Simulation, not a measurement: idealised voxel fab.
Module name: voxel quadruple lines (process module)
FYI the section here is cut, 225 nm wide, cells are 5 nm squares.
If you're reading a cross-section in this doc, picture square cells in a grid; it comes to you as bands, top ones listed first down to the bottom, and a band can be one or more rows of cells.
Top, bottom (nm), then materials left to right with widths (nm); lone material tagged "edge to edge" fills the whole band edge to edge; "blank" = empty space.
A quick word on heights: they are counted from 0, and under that level the wafer as it came to us is one material throughout. The lowest band is different from the rest in having no bottom; it simply continues downward, written as in "top 0, no bottom".
The width entry "30 to 40" should be interpreted row by row: the top row of cells in the band takes the first number, the bottom row takes the second number, and the change between adjacent rows is uniform throughout.
Take "changes: none" at face value: in the step it is given for, the cross-section changed in none of its cells.
Empty spaces without an open route to the top, at least 8 cells in extent, make up the entry "Tabulated closed voids"; each is given as width x height at distance, where the distance is measured from the left edge, and all are in nm.
Note: text after step settings on the step line = simulator remark on that step.
The optional step-line setting "overlay nm" applies to steps with a mask and quantifies how far to the right of its planned location the mask lay, a negative value indicating leftward placement.
LIST OF PLANNED PROCESS STEPS
step 1: op RECEIVE | material Si
step 2: op CONFORMAL_DEP | material SiO2 | thk nm 10
step 3: op DIRECTIONAL_DEP | material TiN | thk nm 10
step 4: op DIRECTIONAL_DEP | material polySi | thk nm 20
step 5: op DIRECTIONAL_DEP | material aC | thk nm 20
step 6: op PATTERN | tone cover | mask id MANDREL | material resist | width nm 30 | thk nm 30 | overlay nm 0
step 7: op DIRECTIONAL_ETCH | etch materials aC | depth nm 20
step 8: op STRIP | etch materials resist
step 9: op CONFORMAL_DEP | material SiO2 | thk nm 5
step 10: op DIRECTIONAL_ETCH | etch materials SiO2 | depth nm 10
step 11: op STRIP | etch materials aC
step 12: op DIRECTIONAL_ETCH | etch materials polySi | depth nm 20
step 13: op STRIP | etch materials SiO2
step 14: op CONFORMAL_DEP | material SiN | thk nm 10
step 15: op DIRECTIONAL_ETCH | etch materials SiN | depth nm 10
step 16: op STRIP | etch materials polySi
step 17: op DIRECTIONAL_ETCH | etch materials TiN | depth nm 10
step 18: op STRIP | etch materials SiN
step 19: op FILL_DEP | material lowk | thk nm 10
step 20: op CMP | height nm 20
Heads up: all these wafers start the same, and what changes between them is the thk nm in step 9. The value you see in the plan is just what the first wafer got.
INCOMING STATE OF THE FIRST OF SEVERAL WAFERS IN CROSS-SECTION: AFTER STEP 1
  top 0, no bottom  Si edge to edge
  Tabulated closed voids: none
PER WAFER, END OF MODULE: CELLS GAINED (+) OR LOST (-) PER MATERIAL SINCE RECEIPT, THEN CLOSED VOIDS
thk nm 5 | +90 SiO2 | +16 TiN | +74 lowk | Tabulated closed voids: none
thk nm 10 | +90 SiO2 | +16 TiN | +74 lowk | Tabulated closed voids: none
thk nm 15 | +90 SiO2 | +90 lowk | Tabulated closed voids: none
thk nm 20 | +90 SiO2 | +90 lowk | Tabulated closed voids: none
thk nm 25 | +90 SiO2 | +90 lowk | Tabulated closed voids: none
